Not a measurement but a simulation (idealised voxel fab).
The following process module bears the name voxel released beams.
Cross-section cut: width 280 nm, square cells of 5 nm.
How to read a cross-section here: the picture is a grid of square cells, written as bands going from the top down, and any band can span one or more rows of cells.
A band entry consists of two parts. The first gives the height of the band's top and the height of its bottom, in nm. The rest lists the band's materials from left to right, each with its width in nm. A single material labelled with the word "everywhere" fills the band from edge to edge, and the word "blank" marks empty space.
Height reference: 0 = level under which incoming wafer is all one material. Lowest band: no bottom, runs on downward, e.g. "top 0, no bottom".
The two numbers in a width such as "30 to 40" mark its ends across the band: the first belongs to the top row of cells, the second to the bottom row, and from each row to the next the width moves by the same amount.
Step note "nothing different" = no cross-section cell changed.
If an empty space has no open way to the top and is at least 8 cells in size, "Fully enclosed voids" lists it, written width x height at distance, where distance is measured from the left edge and every value is in nm.
The remark found on a step's line after its settings is issued by the simulator itself and pertains to that step.
overlay nm: where the mask lay relative to plan, measured to the right, on steps with a mask; negatives go left.

## The following list gives the planned process steps
1. op RECEIVE | material Si
2. op CONFORMAL_DEP | material SiN | thk nm 10
3. op DIRECTIONAL_DEP | material SiO2 | thk nm 15
4. op DIRECTIONAL_DEP | material aC | thk nm 10
5. op PATTERN | tone open | mask id ANCHOR | material resist | width nm 35 | thk nm 30 | overlay nm 0
6. op DIRECTIONAL_ETCH | etch materials aC | depth nm 10
7. op STRIP | etch materials resist
8. op DIRECTIONAL_ETCH | etch materials SiO2 | depth nm 15
9. op STRIP | etch materials aC
10. op CONFORMAL_DEP | material W | thk nm 10
11. op MASKED_ETCH | tone cover | mask id BEAM | width nm 120 | etch materials W | depth nm 10 | overlay nm 0
12. op STRIP | etch materials SiO2

## Account of the first of two wafers, which was processed as intended

## Shown in cross-section is the wafer as received, that is, as it stands after step 1
	top 0, no bottom | Si everywhere
	Fully enclosed voids: none

## The wafer, seen in cross-section, after step 2
	top 10, bottom 0 | SiN everywhere
	No changes below 0.

## The wafer, seen in cross-section, after step 3
	top 25, bottom 10 | SiO2 everywhere
	No changes below 10.

## The wafer, seen in cross-section, after step 4
	top 35, bottom 25 | aC everywhere
	No changes below 25.

## The wafer, seen in cross-section, after step 5
	top 65, bottom 35 | resist: 80 | blank: 35 | resist: 165
	No changes below 35.

## The wafer, seen in cross-section, after step 6
	top 55, bottom 35 | resist: 80 | blank: 35 | resist: 165
	top 35, bottom 25 | aC: 80 | blank: 35 | aC: 165
	No changes below 25.

## The wafer, seen in cross-section, after step 7
	top 35, bottom 25 | aC: 80 | blank: 35 | aC: 165
	No changes below 25.

## The wafer, seen in cross-section, after step 8
	top 35, bottom 25 | aC: 80 | blank: 35 | aC: 165
	top 25, bottom 10 | SiO2: 80 | blank: 35 | SiO2: 165
	No changes below 10.

## The wafer, seen in cross-section, after step 9
	top 25, bottom 10 | SiO2: 80 | blank: 35 | SiO2: 165
	No changes below 10.

## The wafer, seen in cross-section, after step 10
	top 35, bottom 25 | W: 90 | blank: 15 | W: 175
	top 25, bottom 20 | SiO2: 80 | W: 10 | blank: 15 | W: 10 | SiO2: 165
	top 20, bottom 10 | SiO2: 80 | W: 35 | SiO2: 165
	No changes below 10.

## The wafer, seen in cross-section, after step 11
	top 35, bottom 25 | blank: 75 | W: 15 | blank: 15 | W: 90 | blank: 85
	No changes below 25.

## The wafer, seen in cross-section, after step 12
	top 35, bottom 25 | blank: 75 | W: 15 | blank: 15 | W: 90 | blank: 85
	top 25, bottom 20 | blank: 80 | W: 10 | blank: 15 | W: 10 | blank: 165
	top 20, bottom 10 | blank: 80 | W: 35 | blank: 165
	No changes below 10.

## Second wafer, same starting conditions and recipe as the first, one mistake in executing it, nothing differs from the first up to and including step 1

## Cross-section of the second wafer corresponding to the planned conclusion of step 2
	top 15, bottom 0 | SiO2 everywhere
	No changes below 0.

## Cross-section of the second wafer corresponding to the planned conclusion of step 3
	top 25, bottom 15 | SiN everywhere
	No changes below 15.

## Cross-section of the second wafer corresponding to the planned conclusion of step 4
	top 35, bottom 25 | aC everywhere
	No changes below 25.

## Cross-section of the second wafer corresponding to the planned conclusion of step 5
	top 65, bottom 35 | resist: 80 | blank: 35 | resist: 165
	No changes below 35.

## Cross-section of the second wafer corresponding to the planned conclusion of step 6
	top 55, bottom 35 | resist: 80 | blank: 35 | resist: 165
	top 35, bottom 25 | aC: 80 | blank: 35 | aC: 165
	No changes below 25.

## Cross-section of the second wafer corresponding to the planned conclusion of step 7
	top 35, bottom 25 | aC: 80 | blank: 35 | aC: 165
	No changes below 25.

Cross-section of the second wafer corresponding to the planned conclusion of step 8: nothing different

## Cross-section of the second wafer corresponding to the planned conclusion of step 9
	top 25, bottom 15 | SiN everywhere
	No changes below 15.

## Cross-section of the second wafer corresponding to the planned conclusion of step 10
	top 35, bottom 25 | W everywhere
	No changes below 25.

## Cross-section of the second wafer corresponding to the planned conclusion of step 11
	top 35, bottom 25 | blank: 75 | W: 120 | blank: 85
	No changes below 25.

Cross-section of the second wafer corresponding to the planned conclusion of step 12: nothing different
what went wrong: a sequencing error occurred in which plan steps 2 and 3 were transposed
Final wafer comparison in cells, second versus first, more or fewer per material: 168 more of SiO2, 12 fewer of W
